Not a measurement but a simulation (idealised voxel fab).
process module | voxel lift off
cross-section cut | 290 nm wide | cells 5 nm
A cross-section is a grid of square cells, given in bands from the top down. A band is one or more rows of cells.
Each band's line starts with the height of the band's top and of its bottom, in nm. Then come its materials from left to right, each with its width in nm. One material with "throughout" fills the band from edge to edge. "air" is empty space.
Height 0 is the level under which the wafer as received is all one material. The lowest band goes on downwards, as in "0 down".
A width such as "30 to 40" changes by the same amount from each row of cells to the next, from the band's top row to its bottom row.
"no change" after a step means that no cell of the cross-section changed.
closed voids: empty space of 8 cells or more with no open way to the top, each as width x height at its distance from the left edge, in nm
after a step's settings: what the simulator itself notes on the step
overlay nm, on a step with a mask: how far to the right of its planned place the mask lay; to the left if negative
plan
1 op RECEIVE | material Si
2 op CONFORMAL_DEP | material SiO2 | thk nm 5
3 op PATTERN | tone open | mask id LINES | material resist | width nm 25 | pitch nm 40 | thk nm 25 | overlay nm 0
4 op DIRECTIONAL_DEP | material Ru | thk nm 10
5 op STRIP | etch materials resist
6 op CONFORMAL_DEP | material SiCN | thk nm 10
as received, after step 1
  0 down: Si throughout
  closed voids: none
first wafer at the end, as planned
  25 to 15: air 100 | SiCN 85 | air 105
  15 to 5: SiCN 110 | Ru 25 | SiCN 15 | Ru 25 | SiCN 115
  5 to 0: SiO2 throughout
  0 down: Si throughout
  closed voids: none
second wafer at the end: like start, like plan, one mistake
  25 to 15: air 110 | SiCN 85 | air 95
  15 to 5: SiCN 120 | Ru 25 | SiCN 15 | Ru 25 | SiCN 105
  5 to 0: SiO2 throughout
  0 down: Si throughout
  closed voids: none
what went wrong: step 3 ran as: op PATTERN | tone open | mask id LINES | material resist | width nm 25 | pitch nm 40 | thk nm 25 | overlay nm 10
at the end the second wafer has, in cells: as many of each material as the first, in other places
